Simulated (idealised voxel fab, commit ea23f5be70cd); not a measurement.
The following is a process module called voxel trench capacitor.
155 nm wide, 5 nm square cells: that's cross-section cut.
Bands, listed from the top down, are how a cross-section gets written in this document; the cross-section itself is a grid of square cells, and a band is one or more rows of them.
Band entry format. Leading values: height of top, height of bottom, nm. Remainder: materials in left-to-right order, each with its width in nm. Special words: "throughout" on a single material, which then fills the band edge to edge; "blank", empty space.
The reference from which all heights are counted is 0, the level beneath which the as-received wafer is entirely one material; the lowest band, having no lower bound, proceeds downward and is written after the example "z 0 and below".
A width given as "30..40" starts at the first number in the band's top row and ends at the second number in its bottom row, shifting by an equal amount at every step from row to row.
"no alterations made" means the step left every cell of the cross-section as it was.
Each empty space that has no open way to the top and spans at least 8 cells appears under "Sealed cavities" as width x height at distance, the distance counted from the left edge, all in nm.
On a step's line, text after the settings is the simulator commenting on that step.
"overlay nm" denotes, for a step that has a mask, the displacement of the mask to the right of its planned place, with negative values corresponding to the left.
Below is the list of planned process steps:
1) RECEIVE [material Si]
2) CONFORMAL_DEP [material SiN] [thk nm 10]
3) DIRECTIONAL_DEP [material aC] [thk nm 15]
4) PATTERN [tone open] [mask id TRENCH] [material resist] [width nm 15] [pitch nm 40] [thk nm 35] [overlay nm 0]
5) DIRECTIONAL_ETCH [etch materials aC] [depth nm 15]
6) STRIP [etch materials resist]
7) DIRECTIONAL_ETCH [etch materials SiN] [depth nm 10]
8) DIRECTIONAL_ETCH [etch materials Si] [depth nm 30]
9) STRIP [etch materials aC]
10) CONFORMAL_DEP [material SiO2] [thk nm 5]
11) FILL_DEP [material polySi] [thk nm 10]
12) CMP [height nm 10]
First wafer, two in total, run as planned:
As received (post step 1): cross-section:
- z 0 and below = Si throughout
- Sealed cavities: none
Sectional view: wafer, after step 2:
- z 10 to 0 = SiN throughout
- Whatever lies below 0 is exactly as it was before.
Sectional view: wafer, after step 3:
- z 25 to 10 = aC throughout
- Whatever lies below 10 is exactly as it was before.
Sectional view: wafer, after step 4:
- z 60 to 25 = 30 of resist; 15 of blank; 25 of resist; 15 of blank; 25 of resist; 15 of blank; 30 of resist
- Whatever lies below 25 is exactly as it was before.
Sectional view: wafer, after step 5:
- z 45 to 25 = 30 of resist; 15 of blank; 25 of resist; 15 of blank; 25 of resist; 15 of blank; 30 of resist
- z 25 to 10 = 30 of aC; 15 of blank; 25 of aC; 15 of blank; 25 of aC; 15 of blank; 30 of aC
- Whatever lies below 10 is exactly as it was before.
Sectional view: wafer, after step 6:
- z 25 to 10 = 30 of aC; 15 of blank; 25 of aC; 15 of blank; 25 of aC; 15 of blank; 30 of aC
- Whatever lies below 10 is exactly as it was before.
Sectional view: wafer, after step 7:
- z 25 to 10 = 30 of aC; 15 of blank; 25 of aC; 15 of blank; 25 of aC; 15 of blank; 30 of aC
- z 10 to 0 = 30 of SiN; 15 of blank; 25 of SiN; 15 of blank; 25 of SiN; 15 of blank; 30 of SiN
- Whatever lies below 0 is exactly as it was before.
Sectional view: wafer, after step 8:
- z 25 to 10 = 30 of aC; 15 of blank; 25 of aC; 15 of blank; 25 of aC; 15 of blank; 30 of aC
- z 10 to 0 = 30 of SiN; 15 of blank; 25 of SiN; 15 of blank; 25 of SiN; 15 of blank; 30 of SiN
- z 0 to -30 = 30 of Si; 15 of blank; 25 of Si; 15 of blank; 25 of Si; 15 of blank; 30 of Si
- Whatever lies below -30 is exactly as it was before.
Sectional view: wafer, after step 9:
- z 10 to 0 = 30 of SiN; 15 of blank; 25 of SiN; 15 of blank; 25 of SiN; 15 of blank; 30 of SiN
- Whatever lies below 0 is exactly as it was before.
Sectional view: wafer, after step 10:
- z 15 to 10 = 35 of SiO2; 5 of blank; 35 of SiO2; 5 of blank; 35 of SiO2; 5 of blank; 35 of SiO2
- z 10 to 0 = 30 of SiN; 5 of SiO2; 5 of blank; 5 of SiO2; 25 of SiN; 5 of SiO2; 5 of blank; 5 of SiO2; 25 of SiN; 5 of SiO2; 5 of blank; 5 of SiO2; 30 of SiN
- z 0 to -25 = 30 of Si; 5 of SiO2; 5 of blank; 5 of SiO2; 25 of Si; 5 of SiO2; 5 of blank; 5 of SiO2; 25 of Si; 5 of SiO2; 5 of blank; 5 of SiO2; 30 of Si
- z -25 to -30 = 30 of Si; 15 of SiO2; 25 of Si; 15 of SiO2; 25 of Si; 15 of SiO2; 30 of Si
- Whatever lies below -30 is exactly as it was before.
Sectional view: wafer, after step 11:
- z 25 to 15 = polySi throughout
- z 15 to 10 = 35 of SiO2; 5 of polySi; 35 of SiO2; 5 of polySi; 35 of SiO2; 5 of polySi; 35 of SiO2
- z 10 to 0 = 30 of SiN; 5 of SiO2; 5 of polySi; 5 of SiO2; 25 of SiN; 5 of SiO2; 5 of polySi; 5 of SiO2; 25 of SiN; 5 of SiO2; 5 of polySi; 5 of SiO2; 30 of SiN
- z 0 to -25 = 30 of Si; 5 of SiO2; 5 of polySi; 5 of SiO2; 25 of Si; 5 of SiO2; 5 of polySi; 5 of SiO2; 25 of Si; 5 of SiO2; 5 of polySi; 5 of SiO2; 30 of Si
- Whatever lies below -25 is exactly as it was before.
Sectional view: wafer, after step 12:
- z 10 to 0 = 30 of SiN; 5 of SiO2; 5 of polySi; 5 of SiO2; 25 of SiN; 5 of SiO2; 5 of polySi; 5 of SiO2; 25 of SiN; 5 of SiO2; 5 of polySi; 5 of SiO2; 30 of SiN
- Whatever lies below 0 is exactly as it was before.
Wafer two. Identical start, identical plan. One mistake in execution. Identical history through step 7:
Cross-sectional representation of the second wafer at the time designated in the plan for the completion of step 8:
- z 25 to 10 = 30 of aC; 15 of blank; 25 of aC; 15 of blank; 25 of aC; 15 of blank; 30 of aC
- z 10 to 0 = 30 of SiN; 15 of blank; 25 of SiN; 15 of blank; 25 of SiN; 15 of blank; 30 of SiN
- z 0 to -60 = 30 of Si; 15 of blank; 25 of Si; 15 of blank; 25 of Si; 15 of blank; 30 of Si
- Whatever lies below -60 is exactly as it was before.
Cross-sectional representation of the second wafer at the time designated in the plan for the completion of step 9:
- z 10 to 0 = 30 of SiN; 15 of blank; 25 of SiN; 15 of blank; 25 of SiN; 15 of blank; 30 of SiN
- Whatever lies below 0 is exactly as it was before.
Cross-sectional representation of the second wafer at the time designated in the plan for the completion of step 10:
- z 15 to 10 = 35 of SiO2; 5 of blank; 35 of SiO2; 5 of blank; 35 of SiO2; 5 of blank; 35 of SiO2
- z 10 to 0 = 30 of SiN; 5 of SiO2; 5 of blank; 5 of SiO2; 25 of SiN; 5 of SiO2; 5 of blank; 5 of SiO2; 25 of SiN; 5 of SiO2; 5 of blank; 5 of SiO2; 30 of SiN
- z 0 to -55 = 30 of Si; 5 of SiO2; 5 of blank; 5 of SiO2; 25 of Si; 5 of SiO2; 5 of blank; 5 of SiO2; 25 of Si; 5 of SiO2; 5 of blank; 5 of SiO2; 30 of Si
- z -55 to -60 = 30 of Si; 15 of SiO2; 25 of Si; 15 of SiO2; 25 of Si; 15 of SiO2; 30 of Si
- Whatever lies below -60 is exactly as it was before.
Cross-sectional representation of the second wafer at the time designated in the plan for the completion of step 11:
- z 25 to 15 = polySi throughout
- z 15 to 10 = 35 of SiO2; 5 of polySi; 35 of SiO2; 5 of polySi; 35 of SiO2; 5 of polySi; 35 of SiO2
- z 10 to 0 = 30 of SiN; 5 of SiO2; 5 of polySi; 5 of SiO2; 25 of SiN; 5 of SiO2; 5 of polySi; 5 of SiO2; 25 of SiN; 5 of SiO2; 5 of polySi; 5 of SiO2; 30 of SiN
- z 0 to -55 = 30 of Si; 5 of SiO2; 5 of polySi; 5 of SiO2; 25 of Si; 5 of SiO2; 5 of polySi; 5 of SiO2; 25 of Si; 5 of SiO2; 5 of polySi; 5 of SiO2; 30 of Si
- Whatever lies below -55 is exactly as it was before.
Cross-sectional representation of the second wafer at the time designated in the plan for the completion of step 12:
- z 10 to 0 = 30 of SiN; 5 of SiO2; 5 of polySi; 5 of SiO2; 25 of SiN; 5 of SiO2; 5 of polySi; 5 of SiO2; 25 of SiN; 5 of SiO2; 5 of polySi; 5 of SiO2; 30 of SiN
- Whatever lies below 0 is exactly as it was before.
What was done differently from what was planned? yeah, plan step 8 got run twice
Final difference in cells, second wafer against first, listed per material as more or fewer: -54 Si | +36 SiO2 | +18 polySi
